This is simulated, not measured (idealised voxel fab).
Process module name: voxel gate over fins
Cross-sectional view cut (width: 255 nm; square cell size: 5 nm).
A cross-section in this document is a grid of square cells, and it is written down as bands, the top band listed before the ones below it; a band is made up of one or more rows of cells. Per band: top height and bottom height in nm, followed by the left-to-right materials and their widths in nm; "full width" marks a single material spanning edge to edge, "blank" marks empty space. Convention: height 0 is the level below which the wafer, as received, is all one material. The lowest band does not terminate at the bottom but continues downward, represented as "top 0, no bottom". The expression "30..40" gives the width at the extremes of the band, the first number at its top row of cells and the second at its bottom row, with the width changing by equal amounts from each row to the next in between. "changes: none", as given for a step, is the statement that not any cell of the cross-section underwent a change during that step. What "Catalogued sealed voids" gives you is every empty space of 8 cells or more that is cut off from the top. Each appears as width x height at distance, with the distance taken from the left edge and width, height and distance all in nm. What comes after the settings on a step's line is commentary from the simulator itself on that step. overlay nm: right-of-plan distance of the mask on a masked step; negative values mean left-of-plan.
STEPS PLANNED FOR THE PROCESS
step 1: RECEIVE,material Si
step 2: CONFORMAL_DEP,material SiN,thk nm 5
step 3: DIRECTIONAL_DEP,material aC,thk nm 15
step 4: PATTERN,tone cover,mask id FINS,material resist,width nm 15,pitch nm 35,thk nm 35,overlay nm 0
step 5: DIRECTIONAL_ETCH,etch materials aC,depth nm 15
step 6: STRIP,etch materials resist
step 7: DIRECTIONAL_ETCH,etch materials SiN,depth nm 5
step 8: DIRECTIONAL_ETCH,etch materials Si,depth nm 30
step 9: STRIP,etch materials aC
step 10: FILL_DEP,material SiO2,thk nm 15
step 11: CMP,height nm 5
step 12: SELECTIVE_ETCH,etch materials SiO2,depth nm 15
step 13: STRIP,etch materials SiN
step 14: CONFORMAL_DEP,material HfO2,thk nm 5
step 15: CONFORMAL_DEP,material TiN,thk nm 5
step 16: CONFORMAL_DEP,material TiAl,thk nm 5
step 17: CONFORMAL_DEP,material TiN,thk nm 5
step 18: FILL_DEP,material W,thk nm 15
step 19: CMP,height nm 30
step 20: CONFORMAL_DEP,material SiN,thk nm 10
FIRST OUT OF TWO WAFERS; RUN WENT TO PLAN
WAFER AT RECEIPT (POST STEP 1), CROSS-SECTION
	top 0, no bottom  Si full width
	Catalogued sealed voids: none
CROSS-SECTION: WAFER STATE AFTER STEP 2
	top 5, bottom 0  SiN full width
	Nothing below the height 0 has changed.
CROSS-SECTION: WAFER STATE AFTER STEP 3
	top 20, bottom 5  aC full width
	Nothing below the height 5 has changed.
CROSS-SECTION: WAFER STATE AFTER STEP 4
	top 55, bottom 20  blank 65 nm / resist 15 nm / blank 20 nm / resist 15 nm / blank 20 nm / resist 15 nm / blank 20 nm / resist 15 nm / blank 70 nm
	Nothing below the height 20 has changed.
CROSS-SECTION: WAFER STATE AFTER STEP 5
	top 40, bottom 20  blank 65 nm / resist 15 nm / blank 20 nm / resist 15 nm / blank 20 nm / resist 15 nm / blank 20 nm / resist 15 nm / blank 70 nm
	top 20, bottom 5  blank 65 nm / aC 15 nm / blank 20 nm / aC 15 nm / blank 20 nm / aC 15 nm / blank 20 nm / aC 15 nm / blank 70 nm
	Nothing below the height 5 has changed.
CROSS-SECTION: WAFER STATE AFTER STEP 6
	top 20, bottom 5  blank 65 nm / aC 15 nm / blank 20 nm / aC 15 nm / blank 20 nm / aC 15 nm / blank 20 nm / aC 15 nm / blank 70 nm
	Nothing below the height 5 has changed.
CROSS-SECTION: WAFER STATE AFTER STEP 7
	top 20, bottom 5  blank 65 nm / aC 15 nm / blank 20 nm / aC 15 nm / blank 20 nm / aC 15 nm / blank 20 nm / aC 15 nm / blank 70 nm
	top 5, bottom 0  blank 65 nm / SiN 15 nm / blank 20 nm / SiN 15 nm / blank 20 nm / SiN 15 nm / blank 20 nm / SiN 15 nm / blank 70 nm
	Nothing below the height 0 has changed.
CROSS-SECTION: WAFER STATE AFTER STEP 8
	top 20, bottom 5  blank 65 nm / aC 15 nm / blank 20 nm / aC 15 nm / blank 20 nm / aC 15 nm / blank 20 nm / aC 15 nm / blank 70 nm
	top 5, bottom 0  blank 65 nm / SiN 15 nm / blank 20 nm / SiN 15 nm / blank 20 nm / SiN 15 nm / blank 20 nm / SiN 15 nm / blank 70 nm
	top 0, bottom -30  blank 65 nm / Si 15 nm / blank 20 nm / Si 15 nm / blank 20 nm / Si 15 nm / blank 20 nm / Si 15 nm / blank 70 nm
	Nothing below the height -30 has changed.
CROSS-SECTION: WAFER STATE AFTER STEP 9
	top 5, bottom 0  blank 65 nm / SiN 15 nm / blank 20 nm / SiN 15 nm / blank 20 nm / SiN 15 nm / blank 20 nm / SiN 15 nm / blank 70 nm
	Nothing below the height 0 has changed.
CROSS-SECTION: WAFER STATE AFTER STEP 10
	top 20, bottom 5  SiO2 full width
	top 5, bottom 0  SiO2 65 nm / SiN 15 nm / SiO2 20 nm / SiN 15 nm / SiO2 20 nm / SiN 15 nm / SiO2 20 nm / SiN 15 nm / SiO2 70 nm
	top 0, bottom -30  SiO2 65 nm / Si 15 nm / SiO2 20 nm / Si 15 nm / SiO2 20 nm / Si 15 nm / SiO2 20 nm / Si 15 nm / SiO2 70 nm
	Nothing below the height -30 has changed.
CROSS-SECTION: WAFER STATE AFTER STEP 11
	top 5, bottom 0  SiO2 65 nm / SiN 15 nm / SiO2 20 nm / SiN 15 nm / SiO2 20 nm / SiN 15 nm / SiO2 20 nm / SiN 15 nm / SiO2 70 nm
	Nothing below the height 0 has changed.
CROSS-SECTION: WAFER STATE AFTER STEP 12
	top 5, bottom 0  blank 65 nm / SiN 15 nm / blank 20 nm / SiN 15 nm / blank 20 nm / SiN 15 nm / blank 20 nm / SiN 15 nm / blank 70 nm
	top 0, bottom -10  blank 65 nm / Si 15 nm / blank 20 nm / Si 15 nm / blank 20 nm / Si 15 nm / blank 20 nm / Si 15 nm / blank 70 nm
	Nothing below the height -10 has changed.
CROSS-SECTION: WAFER STATE AFTER STEP 13
	top 0, bottom -10  blank 65 nm / Si 15 nm / blank 20 nm / Si 15 nm / blank 20 nm / Si 15 nm / blank 20 nm / Si 15 nm / blank 70 nm
	Nothing below the height -10 has changed.
CROSS-SECTION: WAFER STATE AFTER STEP 14
	top 5, bottom 0  blank 60 nm / HfO2 25 nm / blank 10 nm / HfO2 25 nm / blank 10 nm / HfO2 25 nm / blank 10 nm / HfO2 25 nm / blank 65 nm
	top 0, bottom -5  blank 60 nm / HfO2 5 nm / Si 15 nm / HfO2 5 nm / blank 10 nm / HfO2 5 nm / Si 15 nm / HfO2 5 nm / blank 10 nm / HfO2 5 nm / Si 15 nm / HfO2 5 nm / blank 10 nm / HfO2 5 nm / Si 15 nm / HfO2 5 nm / blank 65 nm
	top -5, bottom -10  HfO2 65 nm / Si 15 nm / HfO2 20 nm / Si 15 nm / HfO2 20 nm / Si 15 nm / HfO2 20 nm / Si 15 nm / HfO2 70 nm
	Nothing below the height -10 has changed.
CROSS-SECTION: WAFER STATE AFTER STEP 15
	top 10, bottom 5  blank 55 nm / TiN 140 nm / blank 60 nm
	top 5, bottom 0  blank 55 nm / TiN 5 nm / HfO2 25 nm / TiN 10 nm / HfO2 25 nm / TiN 10 nm / HfO2 25 nm / TiN 10 nm / HfO2 25 nm / TiN 5 nm / blank 60 nm
	top 0, bottom -5  TiN 60 nm / HfO2 5 nm / Si 15 nm / HfO2 5 nm / TiN 10 nm / HfO2 5 nm / Si 15 nm / HfO2 5 nm / TiN 10 nm / HfO2 5 nm / Si 15 nm / HfO2 5 nm / TiN 10 nm / HfO2 5 nm / Si 15 nm / HfO2 5 nm / TiN 65 nm
	Nothing below the height -5 has changed.
CROSS-SECTION: WAFER STATE AFTER STEP 16
	top 15, bottom 10  blank 50 nm / TiAl 150 nm / blank 55 nm
	top 10, bottom 5  blank 50 nm / TiAl 5 nm / TiN 140 nm / TiAl 5 nm / blank 55 nm
	top 5, bottom 0  TiAl 55 nm / TiN 5 nm / HfO2 25 nm / TiN 10 nm / HfO2 25 nm / TiN 10 nm / HfO2 25 nm / TiN 10 nm / HfO2 25 nm / TiN 5 nm / TiAl 60 nm
	Nothing below the height 0 has changed.
CROSS-SECTION: WAFER STATE AFTER STEP 17
	top 20, bottom 15  blank 45 nm / TiN 160 nm / blank 50 nm
	top 15, bottom 10  blank 45 nm / TiN 5 nm / TiAl 150 nm / TiN 5 nm / blank 50 nm
	top 10, bottom 5  TiN 50 nm / TiAl 5 nm / TiN 140 nm / TiAl 5 nm / TiN 55 nm
	Nothing below the height 5 has changed.
CROSS-SECTION: WAFER STATE AFTER STEP 18
	top 35, bottom 20  W full width
	top 20, bottom 15  W 45 nm / TiN 160 nm / W 50 nm
	top 15, bottom 10  W 45 nm / TiN 5 nm / TiAl 150 nm / TiN 5 nm / W 50 nm
	Nothing below the height 10 has changed.
CROSS-SECTION: WAFER STATE AFTER STEP 19
	top 30, bottom 20  W full width
	Nothing below the height 20 has changed.
CROSS-SECTION: WAFER STATE AFTER STEP 20
	top 40, bottom 30  SiN full width
	Nothing below the height 30 has changed.
THE SECOND WAFER WAS PREPARED FROM THE SAME STARTING POINT AND UNDER THE SAME PLAN AS THE FIRST; ITS PROCESSING CONTAINED ONE MISTAKE, AND IT REMAINS INDISTINGUISHABLE FROM THE FIRST WAFER UP TO AND INCLUDING STEP 19
THE SECOND WAFER IN CROSS-SECTION, AT THE PLANNED CLOSE OF STEP 20
	top 40, bottom 30  TiAl full width
	Nothing below the height 30 has changed.
What was done differently from what was planned? it should be noted that step 20 was executed with settings other than those planned, the operation and settings actually applied being CONFORMAL_DEP,material TiAl,thk nm 10
Final comparison by cell count, materials where the second wafer has more or fewer than the first: SiN -102; TiAl +102
